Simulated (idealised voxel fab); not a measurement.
Herein follows the process module entitled voxel wiring stack.
150 nm wide, 5 nm square cells: that's cross-section cut.
When this document writes out a cross-section, it uses a grid of square cells and lists it as bands, beginning at the top and moving down, with a band standing for one or more rows of cells.
The entry gives the band's vertical extent as a top height and a bottom height in nm, then its horizontal make-up as materials from left to right, each with a width in nm. "air" stands for empty space; a single material marked "everywhere" fills the band edge to edge.
Ref level 0: as-received wafer is one material below here. Bottom band extends down with no lower bound ("0 and below").
A two-number width, for instance "30 to 40", indicates that the width is equal to the first number in the top row of the band and to the second number in the bottom row, and that it changes by a constant amount per row of cells.
It should be understood that the words "nothing changed", when stated for a given step, signify that the cross-section underwent no change in any of its cells during that step.
Internal closed voids: empty space of 8 cells or more with no open way to the top, each as width x height at its distance from the left edge, in nm
Heads up: the bit after the settings on a step's line is the simulator's remark on that step.
"overlay nm", when on a step's line for a step with a mask, measures how far to the right of its planned place the mask lay; a negative measure means to the left.
Note on reading: below, each pair holds a cross-section from before one process step and one from after it; the one from after shows only down to the lowest band that changed. Beneath the pair, the step in between is stated along with its settings. The pairs can stem from different runs of this module on the same starting wafer. Where a pair's entry headed "State before" says so, and only there, that pair continues from the pair above it.

State before
  130 down to 115  resist 15 nm, air 25 nm, resist 20 nm, air 25 nm, resist 20 nm, air 25 nm, resist 20 nm
  115 down to 95  SiO2 15 nm, air 25 nm, SiO2 20 nm, air 25 nm, SiO2 20 nm, air 25 nm, SiO2 20 nm
  95 down to 80  SiO2 15 nm, air 15 nm, SiO2 30 nm, air 15 nm, SiO2 30 nm, air 15 nm, SiO2 30 nm
  80 down to 75  SiCN 15 nm, air 15 nm, SiCN 30 nm, air 15 nm, SiCN 30 nm, air 15 nm, SiCN 30 nm
  75 down to 60  lowk 15 nm, TiN 5 nm, Ru 15 nm, TiN 5 nm, lowk 20 nm, TiN 5 nm, Ru 15 nm, TiN 5 nm, lowk 20 nm, TiN 5 nm, Ru 15 nm, TiN 5 nm, lowk 20 nm
  60 down to 55  SiCN 15 nm, TiN 25 nm, SiCN 20 nm, TiN 25 nm, SiCN 20 nm, TiN 25 nm, SiCN 20 nm
  55 down to 40  SiO2 15 nm, TiN 5 nm, Cu 5 nm, TiN 5 nm, SiO2 75 nm, TiN 5 nm, Cu 5 nm, TiN 5 nm, SiO2 30 nm
  40 down to 35  SiCN 15 nm, TiN 15 nm, SiCN 75 nm, TiN 15 nm, SiCN 30 nm
  35 down to 25  lowk 10 nm, SiN 5 nm, Ru 25 nm, SiN 5 nm, lowk 10 nm, SiN 5 nm, Ru 25 nm, SiN 5 nm, lowk 10 nm, SiN 5 nm, Ru 25 nm, SiN 5 nm, lowk 15 nm
  25 down to 20  SiN 15 nm, Ru 25 nm, SiN 20 nm, Ru 25 nm, SiN 20 nm, Ru 25 nm, SiN 20 nm
  20 down to 5  SiO2 everywhere
  5 down to 0  TiN everywhere
  0 and below  Si everywhere
  Internal closed voids: none

Sectional View, Post-Process
  115 down to 95  SiO2 15 nm, air 25 nm, SiO2 20 nm, air 25 nm, SiO2 20 nm, air 25 nm, SiO2 20 nm
  Heights below 95 show no change.
  Internal closed voids: none
Process step (between the before and after cross-sections above): STRIP: etch materials resist

State before: no separate figure, the pair right above already shows it after its step.

Sectional View, Post-Process
  120 down to 115  TiN 20 nm, air 15 nm, TiN 30 nm, air 15 nm, TiN 30 nm, air 15 nm, TiN 25 nm
  115 down to 100  SiO2 15 nm, TiN 5 nm, air 15 nm, TiN 5 nm, SiO2 20 nm, TiN 5 nm, air 15 nm, TiN 5 nm, SiO2 20 nm, TiN 5 nm, air 15 nm, TiN 5 nm, SiO2 20 nm
  100 down to 95  SiO2 15 nm, TiN 5 nm, air 5 nm, TiN 15 nm, SiO2 20 nm, TiN 5 nm, air 5 nm, TiN 15 nm, SiO2 20 nm, TiN 5 nm, air 5 nm, TiN 15 nm, SiO2 20 nm
  95 down to 80  SiO2 15 nm, TiN 5 nm, air 5 nm, TiN 5 nm, SiO2 30 nm, TiN 5 nm, air 5 nm, TiN 5 nm, SiO2 30 nm, TiN 5 nm, air 5 nm, TiN 5 nm, SiO2 30 nm
  80 down to 75  SiCN 15 nm, TiN 15 nm, SiCN 30 nm, TiN 15 nm, SiCN 30 nm, TiN 15 nm, SiCN 30 nm
  Heights below 75 show no change.
  Internal closed voids: none
Process step (between the before and after cross-sections above): CONFORMAL_DEP: material TiN, thk nm 5

State before: no separate figure, the pair right above already shows it after its step.

Sectional View, Post-Process
  125 down to 120  Cu everywhere
  120 down to 115  TiN 20 nm, Cu 15 nm, TiN 30 nm, Cu 15 nm, TiN 30 nm, Cu 15 nm, TiN 25 nm
  115 down to 100  SiO2 15 nm, TiN 5 nm, Cu 15 nm, TiN 5 nm, SiO2 20 nm, TiN 5 nm, Cu 15 nm, TiN 5 nm, SiO2 20 nm, TiN 5 nm, Cu 15 nm, TiN 5 nm, SiO2 20 nm
  100 down to 95  SiO2 15 nm, TiN 5 nm, Cu 5 nm, TiN 15 nm, SiO2 20 nm, TiN 5 nm, Cu 5 nm, TiN 15 nm, SiO2 20 nm, TiN 5 nm, Cu 5 nm, TiN 15 nm, SiO2 20 nm
  95 down to 80  SiO2 15 nm, TiN 5 nm, Cu 5 nm, TiN 5 nm, SiO2 30 nm, TiN 5 nm, Cu 5 nm, TiN 5 nm, SiO2 30 nm, TiN 5 nm, Cu 5 nm, TiN 5 nm, SiO2 30 nm
  Heights below 80 show no change.
  Internal closed voids: none
Process step (between the before and after cross-sections above): FILL_DEP: material Cu, thk nm 5

State before: no separate figure, the pair right above already shows it after its step.

Sectional View, Post-Process
  115 down to 100  SiO2 15 nm, TiN 5 nm, Cu 15 nm, TiN 5 nm, SiO2 20 nm, TiN 5 nm, Cu 15 nm, TiN 5 nm, SiO2 20 nm, TiN 5 nm, Cu 15 nm, TiN 5 nm, SiO2 20 nm
  Heights below 100 show no change.
  Internal closed voids: none
Process step (between the before and after cross-sections above): CMP: height nm 115

State before: no separate figure, the pair right above already shows it after its step.

Sectional View, Post-Process
  120 down to 115  SiN everywhere
  Heights below 115 show no change.
  Internal closed voids: none
Process step (between the before and after cross-sections above): CONFORMAL_DEP: material SiN, thk nm 5

State before
  40 down to 35  SiCN everywhere
  35 down to 20  lowk 10 nm, SiN 5 nm, Ru 25 nm, SiN 5 nm, lowk 10 nm, SiN 5 nm, Ru 25 nm, SiN 5 nm, lowk 10 nm, SiN 5 nm, Ru 25 nm, SiN 5 nm, lowk 15 nm
  20 down to 15  SiN 15 nm, TiN 25 nm, SiN 20 nm, TiN 25 nm, SiN 20 nm, TiN 25 nm, SiN 20 nm
  15 down to 0  SiO2 everywhere
  0 and below  Si everywhere
  Internal closed voids: none

Sectional View, Post-Process
  45 down to 40  SiO2 everywhere
  Heights below 40 show no change.
  Internal closed voids: none
Process step (between the before and after cross-sections above): DIRECTIONAL_DEP: material SiO2, thk nm 5

State before: no separate figure, the pair right above already shows it after its step.

Sectional View, Post-Process
  45 down to 40  SiO2 15 nm, air 15 nm, SiO2 75 nm, air 15 nm, SiO2 30 nm
  Heights below 40 show no change.
  Internal closed voids: none
Process step (between the before and after cross-sections above): MASKED_ETCH: tone open, mask id PLUG_1, width nm 15, pitch nm 90, etch materials SiO2, depth nm 15, overlay nm 0

State before: no separate figure, the pair right above already shows it after its step.

Sectional View, Post-Process
  45 down to 40  SiO2 15 nm, air 15 nm, SiO2 75 nm, air 15 nm, SiO2 30 nm
  40 down to 35  SiCN 15 nm, air 15 nm, SiCN 75 nm, air 15 nm, SiCN 30 nm
  Heights below 35 show no change.
  Internal closed voids: none
Process step (between the before and after cross-sections above): MASKED_ETCH: tone open, mask id PLUG_1, width nm 15, pitch nm 90, etch materials SiCN, depth nm 5, overlay nm 0

State before: no separate figure, the pair right above already shows it after its step.

Sectional View, Post-Process
  50 down to 45  TiN 20 nm, air 5 nm, TiN 85 nm, air 5 nm, TiN 35 nm
  45 down to 40  SiO2 15 nm, TiN 5 nm, air 5 nm, TiN 5 nm, SiO2 75 nm, TiN 5 nm, air 5 nm, TiN 5 nm, SiO2 30 nm
  40 down to 35  SiCN 15 nm, TiN 15 nm, SiCN 75 nm, TiN 15 nm, SiCN 30 nm
  Heights below 35 show no change.
  Internal closed voids: none
Process step (between the before and after cross-sections above): CONFORMAL_DEP: material TiN, thk nm 5

State before: no separate figure, the pair right above already shows it after its step.

Sectional View, Post-Process
  60 down to 50  Cu everywhere
  50 down to 45  TiN 20 nm, Cu 5 nm, TiN 85 nm, Cu 5 nm, TiN 35 nm
  45 down to 40  SiO2 15 nm, TiN 5 nm, Cu 5 nm, TiN 5 nm, SiO2 75 nm, TiN 5 nm, Cu 5 nm, TiN 5 nm, SiO2 30 nm
  Heights below 40 show no change.
  Internal closed voids: none
Process step (between the before and after cross-sections above): FILL_DEP: material Cu, thk nm 10

State before: no separate figure, the pair right above already shows it after its step.

Sectional View, Post-Process
  55 down to 50  Cu everywhere
  Heights below 50 show no change.
  Internal closed voids: none
Process step (between the before and after cross-sections above): CMP: height nm 55

State before: no separate figure, the pair right above already shows it after its step.

Sectional View, Post-Process
  60 down to 55  SiCN everywhere
  Heights below 55 show no change.
  Internal closed voids: none
Process step (between the before and after cross-sections above): CONFORMAL_DEP: material SiCN, thk nm 5

State before: no separate figure, the pair right above already shows it after its step.

Sectional View, Post-Process
  75 down to 60  lowk everywhere
  Heights below 60 show no change.
  Internal closed voids: none
Process step (between the before and after cross-sections above): DIRECTIONAL_DEP: material lowk, thk nm 15

State before: no separate figure, the pair right above already shows it after its step.

Sectional View, Post-Process
  90 down to 75  aC everywhere
  Heights below 75 show no change.
  Internal closed voids: none
Process step (between the before and after cross-sections above): DIRECTIONAL_DEP: material aC, thk nm 15

State before: no separate figure, the pair right above already shows it after its step.

Sectional View, Post-Process
  120 down to 90  resist 15 nm, air 25 nm, resist 20 nm, air 25 nm, resist 20 nm, air 25 nm, resist 20 nm
  Heights below 90 show no change.
  Internal closed voids: none
Process step (between the before and after cross-sections above): PATTERN: tone open, mask id METAL_2, material resist, width nm 25, pitch nm 45, thk nm 30, overlay nm 0

State before: no separate figure, the pair right above already shows it after its step.

Sectional View, Post-Process
  105 down to 90  resist 15 nm, air 25 nm, resist 20 nm, air 25 nm, resist 20 nm, air 25 nm, resist 20 nm
  90 down to 75  aC 15 nm, air 25 nm, aC 20 nm, air 25 nm, aC 20 nm, air 25 nm, aC 20 nm
  Heights below 75 show no change.
  Internal closed voids: none
Process step (between the before and after cross-sections above): DIRECTIONAL_ETCH: etch materials aC, depth nm 15

State before: no separate figure, the pair right above already shows it after its step.

Sectional View, Post-Process
  90 down to 75  aC 15 nm, air 25 nm, aC 20 nm, air 25 nm, aC 20 nm, air 25 nm, aC 20 nm
  Heights below 75 show no change.
  Internal closed voids: none
Process step (between the before and after cross-sections above): STRIP: etch materials resist

State before: no separate figure, the pair right above already shows it after its step.

Sectional View, Post-Process
  90 down to 75  aC 15 nm, air 25 nm, aC 20 nm, air 25 nm, aC 20 nm, air 25 nm, aC 20 nm
  75 down to 60  lowk 15 nm, air 25 nm, lowk 20 nm, air 25 nm, lowk 20 nm, air 25 nm, lowk 20 nm
  Heights below 60 show no change.
  Internal closed voids: none
Process step (between the before and after cross-sections above): DIRECTIONAL_ETCH: etch materials lowk, depth nm 15

State before: no separate figure, the pair right above already shows it after its step.

Sectional View, Post-Process
  90 down to 75  aC 15 nm, air 25 nm, aC 20 nm, air 25 nm, aC 20 nm, air 25 nm, aC 20 nm
  75 down to 60  lowk 15 nm, air 25 nm, lowk 20 nm, air 25 nm, lowk 20 nm, air 25 nm, lowk 20 nm
  60 down to 55  SiCN 15 nm, air 25 nm, SiCN 20 nm, air 25 nm, SiCN 20 nm, air 25 nm, SiCN 20 nm
  Heights below 55 show no change.
  Internal closed voids: none
Process step (between the before and after cross-sections above): DIRECTIONAL_ETCH: etch materials SiCN, depth nm 5

State before: no separate figure, the pair right above already shows it after its step.

Sectional View, Post-Process
  75 down to 60  lowk 15 nm, air 25 nm, lowk 20 nm, air 25 nm, lowk 20 nm, air 25 nm, lowk 20 nm
  Heights below 60 show no change.
  Internal closed voids: none
Process step (between the before and after cross-sections above): STRIP: etch materials aC

State before: no separate figure, the pair right above already shows it after its step.

Sectional View, Post-Process
  80 down to 75  TiN 20 nm, air 15 nm, TiN 30 nm, air 15 nm, TiN 30 nm, air 15 nm, TiN 25 nm
  75 down to 60  lowk 15 nm, TiN 5 nm, air 15 nm, TiN 5 nm, lowk 20 nm, TiN 5 nm, air 15 nm, TiN 5 nm, lowk 20 nm, TiN 5 nm, air 15 nm, TiN 5 nm, lowk 20 nm
  60 down to 55  SiCN 15 nm, TiN 25 nm, SiCN 20 nm, TiN 25 nm, SiCN 20 nm, TiN 25 nm, SiCN 20 nm
  Heights below 55 show no change.
  Internal closed voids: none
Process step (between the before and after cross-sections above): CONFORMAL_DEP: material TiN, thk nm 5

State before: no separate figure, the pair right above already shows it after its step.

Sectional View, Post-Process
  90 down to 80  Ru everywhere
  80 down to 75  TiN 20 nm, Ru 15 nm, TiN 30 nm, Ru 15 nm, TiN 30 nm, Ru 15 nm, TiN 25 nm
  75 down to 60  lowk 15 nm, TiN 5 nm, Ru 15 nm, TiN 5 nm, lowk 20 nm, TiN 5 nm, Ru 15 nm, TiN 5 nm, lowk 20 nm, TiN 5 nm, Ru 15 nm, TiN 5 nm, lowk 20 nm
  Heights below 60 show no change.
  Internal closed voids: none
Process step (between the before and after cross-sections above): FILL_DEP: material Ru, thk nm 10

State before: no separate figure, the pair right above already shows it after its step.

Sectional View, Post-Process
  75 down to 60  lowk 15 nm, TiN 5 nm, Ru 15 nm, TiN 5 nm, lowk 20 nm, TiN 5 nm, Ru 15 nm, TiN 5 nm, lowk 20 nm, TiN 5 nm, Ru 15 nm, TiN 5 nm, lowk 20 nm
  Heights below 60 show no change.
  Internal closed voids: none
Process step (between the before and after cross-sections above): CMP: height nm 75

State before: no separate figure, the pair right above already shows it after its step.

Sectional View, Post-Process
  80 down to 75  SiCN everywhere
  Heights below 75 show no change.
  Internal closed voids: none
Process step (between the before and after cross-sections above): CONFORMAL_DEP: material SiCN, thk nm 5

State before: no separate figure, the pair right above already shows it after its step.

Sectional View, Post-Process
  115 down to 80  SiO2 everywhere
  Heights below 80 show no change.
  Internal closed voids: none
Process step (between the before and after cross-sections above): DIRECTIONAL_DEP: material SiO2, thk nm 35

State before: no separate figure, the pair right above already shows it after its step.

Sectional View, Post-Process
  115 down to 80  SiO2 15 nm, air 15 nm, SiO2 30 nm, air 15 nm, SiO2 30 nm, air 15 nm, SiO2 30 nm
  Heights below 80 show no change.
  Internal closed voids: none
Process step (between the before and after cross-sections above): MASKED_ETCH: tone open, mask id METAL_3_HOLES, width nm 15, pitch nm 45, etch materials SiO2, depth nm 35, overlay nm 0

State before: no separate figure, the pair right above already shows it after its step.

Sectional View, Post-Process
  130 down to 115  resist 15 nm, air 25 nm, resist 20 nm, air 25 nm, resist 20 nm, air 25 nm, resist 20 nm
  Heights below 115 show no change.
  Internal closed voids: none
Process step (between the before and after cross-sections above): PATTERN: tone open, mask id METAL_3, material resist, width nm 25, pitch nm 45, thk nm 15, overlay nm 0

State before: no separate figure, the pair right above already shows it after its step.

Sectional View, Post-Process
  130 down to 115  resist 15 nm, air 25 nm, resist 20 nm, air 25 nm, resist 20 nm, air 25 nm, resist 20 nm
  115 down to 95  SiO2 15 nm, air 25 nm, SiO2 20 nm, air 25 nm, SiO2 20 nm, air 25 nm, SiO2 20 nm
  Heights below 95 show no change.
  Internal closed voids: none
Process step (between the before and after cross-sections above): DIRECTIONAL_ETCH: etch materials SiO2, depth nm 20

State before: no separate figure, the pair right above already shows it after its step.

Sectional View, Post-Process
  130 down to 115  resist 15 nm, air 25 nm, resist 20 nm, air 25 nm, resist 20 nm, air 25 nm, resist 20 nm
  115 down to 95  SiO2 15 nm, air 25 nm, SiO2 20 nm, air 25 nm, SiO2 20 nm, air 25 nm, SiO2 20 nm
  95 down to 80  SiO2 15 nm, air 15 nm, SiO2 30 nm, air 15 nm, SiO2 30 nm, air 15 nm, SiO2 30 nm
  80 down to 75  SiCN 15 nm, air 15 nm, SiCN 30 nm, air 15 nm, SiCN 30 nm, air 15 nm, SiCN 30 nm
  Heights below 75 show no change.
  Internal closed voids: none
Process step (between the before and after cross-sections above): DIRECTIONAL_ETCH: etch materials SiCN, depth nm 5

State before: no separate figure, the pair right above already shows it after its step.

Sectional View, Post-Process
  115 down to 95  SiO2 15 nm, air 25 nm, SiO2 20 nm, air 25 nm, SiO2 20 nm, air 25 nm, SiO2 20 nm
  Heights below 95 show no change.
  Internal closed voids: none
Process step (between the before and after cross-sections above): STRIP: etch materials resist

State before: no separate figure, the pair right above already shows it after its step.

Sectional View, Post-Process
  120 down to 115  TiN 20 nm, air 15 nm, TiN 30 nm, air 15 nm, TiN 30 nm, air 15 nm, TiN 25 nm
  115 down to 100  SiO2 15 nm, TiN 5 nm, air 15 nm, TiN 5 nm, SiO2 20 nm, TiN 5 nm, air 15 nm, TiN 5 nm, SiO2 20 nm, TiN 5 nm, air 15 nm, TiN 5 nm, SiO2 20 nm
  100 down to 95  SiO2 15 nm, TiN 5 nm, air 5 nm, TiN 15 nm, SiO2 20 nm, TiN 5 nm, air 5 nm, TiN 15 nm, SiO2 20 nm, TiN 5 nm, air 5 nm, TiN 15 nm, SiO2 20 nm
  95 down to 80  SiO2 15 nm, TiN 5 nm, air 5 nm, TiN 5 nm, SiO2 30 nm, TiN 5 nm, air 5 nm, TiN 5 nm, SiO2 30 nm, TiN 5 nm, air 5 nm, TiN 5 nm, SiO2 30 nm
  80 down to 75  SiCN 15 nm, TiN 15 nm, SiCN 30 nm, TiN 15 nm, SiCN 30 nm, TiN 15 nm, SiCN 30 nm
  Heights below 75 show no change.
  Internal closed voids: none
Process step (between the before and after cross-sections above): CONFORMAL_DEP: material TiN, thk nm 5

State before: no separate figure, the pair right above already shows it after its step.

Sectional View, Post-Process
  125 down to 120  Cu everywhere
  120 down to 115  TiN 20 nm, Cu 15 nm, TiN 30 nm, Cu 15 nm, TiN 30 nm, Cu 15 nm, TiN 25 nm
  115 down to 100  SiO2 15 nm, TiN 5 nm, Cu 15 nm, TiN 5 nm, SiO2 20 nm, TiN 5 nm, Cu 15 nm, TiN 5 nm, SiO2 20 nm, TiN 5 nm, Cu 15 nm, TiN 5 nm, SiO2 20 nm
  100 down to 95  SiO2 15 nm, TiN 5 nm, Cu 5 nm, TiN 15 nm, SiO2 20 nm, TiN 5 nm, Cu 5 nm, TiN 15 nm, SiO2 20 nm, TiN 5 nm, Cu 5 nm, TiN 15 nm, SiO2 20 nm
  95 down to 80  SiO2 15 nm, TiN 5 nm, Cu 5 nm, TiN 5 nm, SiO2 30 nm, TiN 5 nm, Cu 5 nm, TiN 5 nm, SiO2 30 nm, TiN 5 nm, Cu 5 nm, TiN 5 nm, SiO2 30 nm
  Heights below 80 show no change.
  Internal closed voids: none
Process step (between the before and after cross-sections above): FILL_DEP: material Cu, thk nm 5

State before: no separate figure, the pair right above already shows it after its step.

Sectional View, Post-Process
  115 down to 100  SiO2 15 nm, TiN 5 nm, Cu 15 nm, TiN 5 nm, SiO2 20 nm, TiN 5 nm, Cu 15 nm, TiN 5 nm, SiO2 20 nm, TiN 5 nm, Cu 15 nm, TiN 5 nm, SiO2 20 nm
  Heights below 100 show no change.
  Internal closed voids: none
Process step (between the before and after cross-sections above): CMP: height nm 115

State before: no separate figure, the pair right above already shows it after its step.

Sectional View, Post-Process
  120 down to 115  SiN everywhere
  Heights below 115 show no change.
  Internal closed voids: none
Process step (between the before and after cross-sections above): CONFORMAL_DEP: material SiN, thk nm 5

State before
  115 down to 80  SiO2 15 nm, air 15 nm, SiO2 30 nm, air 15 nm, SiO2 30 nm, air 15 nm, SiO2 30 nm
  80 down to 75  SiCN everywhere
  75 down to 60  lowk 15 nm, TiN 5 nm, Ru 15 nm, TiN 5 nm, lowk 20 nm, TiN 5 nm, Ru 15 nm, TiN 5 nm, lowk 20 nm, TiN 5 nm, Ru 15 nm, TiN 5 nm, lowk 20 nm
  60 down to 55  SiCN 15 nm, TiN 25 nm, SiCN 20 nm, TiN 25 nm, SiCN 20 nm, TiN 25 nm, SiCN 20 nm
  55 down to 40  SiO2 15 nm, TiN 5 nm, Cu 5 nm, TiN 5 nm, SiO2 75 nm, TiN 5 nm, Cu 5 nm, TiN 5 nm, SiO2 30 nm
  40 down to 35  SiCN 15 nm, TiN 15 nm, SiCN 75 nm, TiN 15 nm, SiCN 30 nm
  35 down to 20  lowk 10 nm, SiN 5 nm, Ru 25 nm, SiN 5 nm, lowk 10 nm, SiN 5 nm, Ru 25 nm, SiN 5 nm, lowk 10 nm, SiN 5 nm, Ru 25 nm, SiN 5 nm, lowk 15 nm
  20 down to 15  SiN 15 nm, TiN 25 nm, SiN 20 nm, TiN 25 nm, SiN 20 nm, TiN 25 nm, SiN 20 nm
  15 down to 0  SiO2 everywhere
  0 and below  Si everywhere
  Internal closed voids: none

Sectional View, Post-Process
  130 down to 115  resist 15 nm, air 30 nm, resist 15 nm, air 30 nm, resist 15 nm, air 30 nm, resist 15 nm
  Heights below 115 show no change.
  Internal closed voids: none
Process step (between the before and after cross-sections above): PATTERN: tone open, mask id METAL_3, material resist, width nm 30, pitch nm 45, thk nm 15, overlay nm 0

State before: no separate figure, the pair right above already shows it after its step.

Sectional View, Post-Process
  130 down to 115  resist 15 nm, air 30 nm, resist 15 nm, air 30 nm, resist 15 nm, air 30 nm, resist 15 nm
  115 down to 95  SiO2 15 nm, air 30 nm, SiO2 15 nm, air 30 nm, SiO2 15 nm, air 30 nm, SiO2 15 nm
  Heights below 95 show no change.
  Internal closed voids: none
Process step (between the before and after cross-sections above): DIRECTIONAL_ETCH: etch materials SiO2, depth nm 20

State before: no separate figure, the pair right above already shows it after its step.

Sectional View, Post-Process
  130 down to 115  resist 15 nm, air 30 nm, resist 15 nm, air 30 nm, resist 15 nm, air 30 nm, resist 15 nm
  115 down to 95  SiO2 15 nm, air 30 nm, SiO2 15 nm, air 30 nm, SiO2 15 nm, air 30 nm, SiO2 15 nm
  95 down to 80  SiO2 15 nm, air 15 nm, SiO2 30 nm, air 15 nm, SiO2 30 nm, air 15 nm, SiO2 30 nm
  80 down to 75  SiCN 15 nm, air 15 nm, SiCN 30 nm, air 15 nm, SiCN 30 nm, air 15 nm, SiCN 30 nm
  Heights below 75 show no change.
  Internal closed voids: none
Process step (between the before and after cross-sections above): DIRECTIONAL_ETCH: etch materials SiCN, depth nm 5

State before: no separate figure, the pair right above already shows it after its step.

Sectional View, Post-Process
  115 down to 95  SiO2 15 nm, air 30 nm, SiO2 15 nm, air 30 nm, SiO2 15 nm, air 30 nm, SiO2 15 nm
  Heights below 95 show no change.
  Internal closed voids: none
Process step (between the before and after cross-sections above): STRIP: etch materials resist

State before: no separate figure, the pair right above already shows it after its step.

Sectional View, Post-Process
  120 down to 115  TiN 20 nm, air 20 nm, TiN 25 nm, air 20 nm, TiN 25 nm, air 20 nm, TiN 20 nm
  115 down to 100  SiO2 15 nm, TiN 5 nm, air 20 nm, TiN 5 nm, SiO2 15 nm, TiN 5 nm, air 20 nm, TiN 5 nm, SiO2 15 nm, TiN 5 nm, air 20 nm, TiN 5 nm, SiO2 15 nm
  100 down to 95  SiO2 15 nm, TiN 5 nm, air 5 nm, TiN 20 nm, SiO2 15 nm, TiN 5 nm, air 5 nm, TiN 20 nm, SiO2 15 nm, TiN 5 nm, air 5 nm, TiN 20 nm, SiO2 15 nm
  95 down to 80  SiO2 15 nm, TiN 5 nm, air 5 nm, TiN 5 nm, SiO2 30 nm, TiN 5 nm, air 5 nm, TiN 5 nm, SiO2 30 nm, TiN 5 nm, air 5 nm, TiN 5 nm, SiO2 30 nm
  80 down to 75  SiCN 15 nm, TiN 15 nm, SiCN 30 nm, TiN 15 nm, SiCN 30 nm, TiN 15 nm, SiCN 30 nm
  Heights below 75 show no change.
  Internal closed voids: none
Process step (between the before and after cross-sections above): CONFORMAL_DEP: material TiN, thk nm 5

State before: no separate figure, the pair right above already shows it after its step.

Sectional View, Post-Process
  125 down to 120  Cu everywhere
  120 down to 115  TiN 20 nm, Cu 20 nm, TiN 25 nm, Cu 20 nm, TiN 25 nm, Cu 20 nm, TiN 20 nm
  115 down to 100  SiO2 15 nm, TiN 5 nm, Cu 20 nm, TiN 5 nm, SiO2 15 nm, TiN 5 nm, Cu 20 nm, TiN 5 nm, SiO2 15 nm, TiN 5 nm, Cu 20 nm, TiN 5 nm, SiO2 15 nm
  100 down to 95  SiO2 15 nm, TiN 5 nm, Cu 5 nm, TiN 20 nm, SiO2 15 nm, TiN 5 nm, Cu 5 nm, TiN 20 nm, SiO2 15 nm, TiN 5 nm, Cu 5 nm, TiN 20 nm, SiO2 15 nm
  95 down to 80  SiO2 15 nm, TiN 5 nm, Cu 5 nm, TiN 5 nm, SiO2 30 nm, TiN 5 nm, Cu 5 nm, TiN 5 nm, SiO2 30 nm, TiN 5 nm, Cu 5 nm, TiN 5 nm, SiO2 30 nm
  Heights below 80 show no change.
  Internal closed voids: none
Process step (between the before and after cross-sections above): FILL_DEP: material Cu, thk nm 5

State before: no separate figure, the pair right above already shows it after its step.

Sectional View, Post-Process
  115 down to 100  SiO2 15 nm, TiN 5 nm, Cu 20 nm, TiN 5 nm, SiO2 15 nm, TiN 5 nm, Cu 20 nm, TiN 5 nm, SiO2 15 nm, TiN 5 nm, Cu 20 nm, TiN 5 nm, SiO2 15 nm
  Heights below 100 show no change.
  Internal closed voids: none
Process step (between the before and after cross-sections above): CMP: height nm 115

State before: no separate figure, the pair right above already shows it after its step.

Sectional View, Post-Process
  120 down to 115  SiN everywhere
  Heights below 115 show no change.
  Internal closed voids: none
Process step (between the before and after cross-sections above): CONFORMAL_DEP: material SiN, thk nm 5

State before
  115 down to 80  SiO2 everywhere
  80 down to 75  SiCN everywhere
  75 down to 60  lowk 15 nm, TiN 5 nm, Ru 15 nm, TiN 5 nm, lowk 20 nm, TiN 5 nm, Ru 15 nm, TiN 5 nm, lowk 20 nm, TiN 5 nm, Ru 15 nm, TiN 5 nm, lowk 20 nm
  60 down to 55  SiCN 15 nm, TiN 25 nm, SiCN 20 nm, TiN 25 nm, SiCN 20 nm, TiN 25 nm, SiCN 20 nm
  55 down to 40  SiO2 15 nm, TiN 5 nm, Cu 5 nm, TiN 5 nm, SiO2 75 nm, TiN 5 nm, Cu 5 nm, TiN 5 nm, SiO2 30 nm
  40 down to 35  SiCN 15 nm, TiN 15 nm, SiCN 75 nm, TiN 15 nm, SiCN 30 nm
  35 down to 20  lowk 10 nm, SiN 5 nm, Ru 25 nm, SiN 5 nm, lowk 10 nm, SiN 5 nm, Ru 25 nm, SiN 5 nm, lowk 10 nm, SiN 5 nm, Ru 25 nm, SiN 5 nm, lowk 15 nm
  20 down to 15  SiN 15 nm, TiN 25 nm, SiN 20 nm, TiN 25 nm, SiN 20 nm, TiN 25 nm, SiN 20 nm
  15 down to 0  SiO2 everywhere
  0 and below  Si everywhere
  Internal closed voids: none

Sectional View, Post-Process
  115 down to 80  SiO2 20 nm, air 15 nm, SiO2 30 nm, air 15 nm, SiO2 30 nm, air 15 nm, SiO2 25 nm
  Heights below 80 show no change.
  Internal closed voids: none
Process step (between the before and after cross-sections above): MASKED_ETCH: tone open, mask id METAL_3_HOLES, width nm 15, pitch nm 45, etch materials SiO2, depth nm 35, overlay nm 5

State before: no separate figure, the pair right above already shows it after its step.

Sectional View, Post-Process
  130 down to 115  resist 15 nm, air 25 nm, resist 20 nm, air 25 nm, resist 20 nm, air 25 nm, resist 20 nm
  Heights below 115 show no change.
  Internal closed voids: none
Process step (between the before and after cross-sections above): PATTERN: tone open, mask id METAL_3, material resist, width nm 25, pitch nm 45, thk nm 15, overlay nm 0

State before: no separate figure, the pair right above already shows it after its step.

Sectional View, Post-Process
  130 down to 115  resist 15 nm, air 25 nm, resist 20 nm, air 25 nm, resist 20 nm, air 25 nm, resist 20 nm
  115 down to 95  SiO2 15 nm, air 25 nm, SiO2 20 nm, air 25 nm, SiO2 20 nm, air 25 nm, SiO2 20 nm
  Heights below 95 show no change.
  Internal closed voids: none
Process step (between the before and after cross-sections above): DIRECTIONAL_ETCH: etch materials SiO2, depth nm 20

State before: no separate figure, the pair right above already shows it after its step.

Sectional View, Post-Process
  130 down to 115  resist 15 nm, air 25 nm, resist 20 nm, air 25 nm, resist 20 nm, air 25 nm, resist 20 nm
  115 down to 95  SiO2 15 nm, air 25 nm, SiO2 20 nm, air 25 nm, SiO2 20 nm, air 25 nm, SiO2 20 nm
  95 down to 80  SiO2 20 nm, air 15 nm, SiO2 30 nm, air 15 nm, SiO2 30 nm, air 15 nm, SiO2 25 nm
  80 down to 75  SiCN 20 nm, air 15 nm, SiCN 30 nm, air 15 nm, SiCN 30 nm, air 15 nm, SiCN 25 nm
  Heights below 75 show no change.
  Internal closed voids: none
Process step (between the before and after cross-sections above): DIRECTIONAL_ETCH: etch materials SiCN, depth nm 5

State before: no separate figure, the pair right above already shows it after its step.

Sectional View, Post-Process
  115 down to 95  SiO2 15 nm, air 25 nm, SiO2 20 nm, air 25 nm, SiO2 20 nm, air 25 nm, SiO2 20 nm
  Heights below 95 show no change.
  Internal closed voids: none
Process step (between the before and after cross-sections above): STRIP: etch materials resist
